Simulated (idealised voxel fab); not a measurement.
voxel self aligned vias: a process module
Square cells of 5 nm make up the cross-section cut, whose width is 160 nm.
In what follows, cross-sections appear as grids of square cells, described through bands that run from the top down, where every band is one or more rows of cells.
First you get the band's top height and its bottom height, in nm, and then the materials it's made of, left to right, with each width in nm. If you see a single material with "all across", that one covers the band edge to edge. "blank" is empty space.
Ref level 0: as-received wafer is one material below here. Bottom band extends down with no lower bound ("from 0 down").
A two-number width, for instance "30->40", indicates that the width is equal to the first number in the top row of the band and to the second number in the bottom row, and that it changes by a constant amount per row of cells.
"no change" means the step left every cell of the cross-section as it was.
The entry titled "Closed-off voids" provides the empty spaces that have no open way to the top, restricted to those of 8 cells or more. Each is presented as width x height at distance, the distance being measured from the left edge, with all three in nm.
That trailing text on a step's line, after the settings, is the simulator's own remark on the step.
overlay nm: on a step with a mask, how far right of its planned place the mask lay; negative means left.

Process steps - plan
1,RECEIVE (material Si)
2,CONFORMAL_DEP (material SiO2; thk nm 10)
3,CONFORMAL_DEP (material SiCN; thk nm 5)
4,DIRECTIONAL_DEP (material lowk; thk nm 25)
5,DIRECTIONAL_DEP (material aC; thk nm 15)
6,PATTERN (tone open; mask id LINES; material resist; width nm 25; pitch nm 55; thk nm 30; overlay nm 0)
7,DIRECTIONAL_ETCH (etch materials aC; depth nm 15)
8,STRIP (etch materials resist)
9,DIRECTIONAL_ETCH (etch materials lowk; depth nm 25)
10,STRIP (etch materials aC)
11,CONFORMAL_DEP (material TiN; thk nm 5)
12,FILL_DEP (material Ru; thk nm 5)
13,CMP (height nm 40)
14,SELECTIVE_ETCH (etch materials W Ru TiN; depth nm 5)
15,FILL_DEP (material SiN; thk nm 10)
16,CMP (height nm 40)
17,DIRECTIONAL_DEP (material lowk; thk nm 15)
18,PATTERN (tone open; mask id VIAS; material resist; width nm 35; pitch nm 55; thk nm 15; overlay nm 0)
19,DIRECTIONAL_ETCH (etch materials lowk; depth nm 15)
20,DIRECTIONAL_ETCH (etch materials SiN; depth nm 5)
21,STRIP (etch materials resist)
22,CONFORMAL_DEP (material TiN; thk nm 5)
23,FILL_DEP (material W; thk nm 10)
24,CMP (height nm 55)
25,CONFORMAL_DEP (material SiN; thk nm 5)

The first of a set of two wafers, run to plan

Step 1 complete: cross-section of the wafer as received
* from 0 down: Si all across
* Closed-off voids: none

Upon completion of step 2, the wafer appears in cross-section as shown
* from 10 to 0: SiO2 all across
* Heights below 0 show no change.

Upon completion of step 3, the wafer appears in cross-section as shown
* from 15 to 10: SiCN all across
* Heights below 10 show no change.

Upon completion of step 4, the wafer appears in cross-section as shown
* from 40 to 15: lowk all across
* Heights below 15 show no change.

Upon completion of step 5, the wafer appears in cross-section as shown
* from 55 to 40: aC all across
* Heights below 40 show no change.

Upon completion of step 6, the wafer appears in cross-section as shown
* from 85 to 55: resist (40)  blank (25)  resist (30)  blank (25)  resist (40)
* Heights below 55 show no change.

Upon completion of step 7, the wafer appears in cross-section as shown
* from 70 to 55: resist (40)  blank (25)  resist (30)  blank (25)  resist (40)
* from 55 to 40: aC (40)  blank (25)  aC (30)  blank (25)  aC (40)
* Heights below 40 show no change.

Upon completion of step 8, the wafer appears in cross-section as shown
* from 55 to 40: aC (40)  blank (25)  aC (30)  blank (25)  aC (40)
* Heights below 40 show no change.

Upon completion of step 9, the wafer appears in cross-section as shown
* from 55 to 40: aC (40)  blank (25)  aC (30)  blank (25)  aC (40)
* from 40 to 15: lowk (40)  blank (25)  lowk (30)  blank (25)  lowk (40)
* Heights below 15 show no change.

Upon completion of step 10, the wafer appears in cross-section as shown
* from 40 to 15: lowk (40)  blank (25)  lowk (30)  blank (25)  lowk (40)
* Heights below 15 show no change.

Upon completion of step 11, the wafer appears in cross-section as shown
* from 45 to 40: TiN (45)  blank (15)  TiN (40)  blank (15)  TiN (45)
* from 40 to 20: lowk (40)  TiN (5)  blank (15)  TiN (5)  lowk (30)  TiN (5)  blank (15)  TiN (5)  lowk (40)
* from 20 to 15: lowk (40)  TiN (25)  lowk (30)  TiN (25)  lowk (40)
* Heights below 15 show no change.

Upon completion of step 12, the wafer appears in cross-section as shown
* from 50 to 45: Ru all across
* from 45 to 40: TiN (45)  Ru (15)  TiN (40)  Ru (15)  TiN (45)
* from 40 to 20: lowk (40)  TiN (5)  Ru (15)  TiN (5)  lowk (30)  TiN (5)  Ru (15)  TiN (5)  lowk (40)
* Heights below 20 show no change.

Upon completion of step 13, the wafer appears in cross-section as shown
* from 40 to 20: lowk (40)  TiN (5)  Ru (15)  TiN (5)  lowk (30)  TiN (5)  Ru (15)  TiN (5)  lowk (40)
* Heights below 20 show no change.

Upon completion of step 14, the wafer appears in cross-section as shown
* from 40 to 35: lowk (40)  blank (25)  lowk (30)  blank (25)  lowk (40)
* Heights below 35 show no change.

Upon completion of step 15, the wafer appears in cross-section as shown
* from 50 to 40: SiN all across
* from 40 to 35: lowk (40)  SiN (25)  lowk (30)  SiN (25)  lowk (40)
* Heights below 35 show no change.

Upon completion of step 16, the wafer appears in cross-section as shown
* from 40 to 35: lowk (40)  SiN (25)  lowk (30)  SiN (25)  lowk (40)
* Heights below 35 show no change.

Upon completion of step 17, the wafer appears in cross-section as shown
* from 55 to 40: lowk all across
* Heights below 40 show no change.

Upon completion of step 18, the wafer appears in cross-section as shown
* from 70 to 55: resist (35)  blank (35)  resist (20)  blank (35)  resist (35)
* Heights below 55 show no change.

Upon completion of step 19, the wafer appears in cross-section as shown
* from 70 to 55: resist (35)  blank (35)  resist (20)  blank (35)  resist (35)
* from 55 to 40: lowk (35)  blank (35)  lowk (20)  blank (35)  lowk (35)
* Heights below 40 show no change.

Upon completion of step 20, the wafer appears in cross-section as shown
* from 70 to 55: resist (35)  blank (35)  resist (20)  blank (35)  resist (35)
* from 55 to 40: lowk (35)  blank (35)  lowk (20)  blank (35)  lowk (35)
* from 40 to 35: lowk (40)  blank (25)  lowk (30)  blank (25)  lowk (40)
* Heights below 35 show no change.

Upon completion of step 21, the wafer appears in cross-section as shown
* from 55 to 40: lowk (35)  blank (35)  lowk (20)  blank (35)  lowk (35)
* Heights below 40 show no change.

Upon completion of step 22, the wafer appears in cross-section as shown
* from 60 to 55: TiN (40)  blank (25)  TiN (30)  blank (25)  TiN (40)
* from 55 to 45: lowk (35)  TiN (5)  blank (25)  TiN (5)  lowk (20)  TiN (5)  blank (25)  TiN (5)  lowk (35)
* from 45 to 40: lowk (35)  TiN (10)  blank (15)  TiN (10)  lowk (20)  TiN (10)  blank (15)  TiN (10)  lowk (35)
* from 40 to 35: lowk (40)  TiN (25)  lowk (30)  TiN (25)  lowk (40)
* Heights below 35 show no change.

Upon completion of step 23, the wafer appears in cross-section as shown
* from 70 to 60: W all across
* from 60 to 55: TiN (40)  W (25)  TiN (30)  W (25)  TiN (40)
* from 55 to 45: lowk (35)  TiN (5)  W (25)  TiN (5)  lowk (20)  TiN (5)  W (25)  TiN (5)  lowk (35)
* from 45 to 40: lowk (35)  TiN (10)  W (15)  TiN (10)  lowk (20)  TiN (10)  W (15)  TiN (10)  lowk (35)
* Heights below 40 show no change.

Upon completion of step 24, the wafer appears in cross-section as shown
* from 55 to 45: lowk (35)  TiN (5)  W (25)  TiN (5)  lowk (20)  TiN (5)  W (25)  TiN (5)  lowk (35)
* Heights below 45 show no change.

Upon completion of step 25, the wafer appears in cross-section as shown
* from 60 to 55: SiN all across
* Heights below 55 show no change.

Here the second wafer is described. Its start and its plan were those of the first wafer. Its run contained one mistake. Up to and including step 17, it did exactly what the first wafer did

Second wafer, sectioned view, at step 18's planned end time
* from 70 to 55: blank (35)  resist (35)  blank (20)  resist (35)  blank (35)
* Heights below 55 show no change.

Second wafer, sectioned view, at step 19's planned end time
* from 70 to 55: blank (35)  resist (35)  blank (20)  resist (35)  blank (35)
* from 55 to 40: blank (35)  lowk (35)  blank (20)  lowk (35)  blank (35)
* Heights below 40 show no change.

Second wafer, sectioned view, at step 20's planned end time: no change

Second wafer, sectioned view, at step 21's planned end time
* from 55 to 40: blank (35)  lowk (35)  blank (20)  lowk (35)  blank (35)
* Heights below 40 show no change.

Second wafer, sectioned view, at step 22's planned end time
* from 60 to 55: blank (30)  TiN (45)  blank (10)  TiN (45)  blank (30)
* from 55 to 45: blank (30)  TiN (5)  lowk (35)  TiN (5)  blank (10)  TiN (5)  lowk (35)  TiN (5)  blank (30)
* from 45 to 40: TiN (35)  lowk (35)  TiN (20)  lowk (35)  TiN (35)
* Heights below 40 show no change.

Second wafer, sectioned view, at step 23's planned end time
* from 70 to 60: W all across
* from 60 to 55: W (30)  TiN (45)  W (10)  TiN (45)  W (30)
* from 55 to 45: W (30)  TiN (5)  lowk (35)  TiN (5)  W (10)  TiN (5)  lowk (35)  TiN (5)  W (30)
* Heights below 45 show no change.

Second wafer, sectioned view, at step 24's planned end time
* from 55 to 45: W (30)  TiN (5)  lowk (35)  TiN (5)  W (10)  TiN (5)  lowk (35)  TiN (5)  W (30)
* Heights below 45 show no change.

Second wafer, sectioned view, at step 25's planned end time
* from 60 to 55: SiN all across
* Heights below 55 show no change.
Diagnosis: step 18: run off-plan, actual operation and settings PATTERN (tone cover; mask id VIAS; material resist; width nm 35; pitch nm 55; thk nm 15; overlay nm 0)
FYI, end of process, the second wafer has more or fewer cells of some materials than the first: +10 SiN, +2 W, -12 lowk
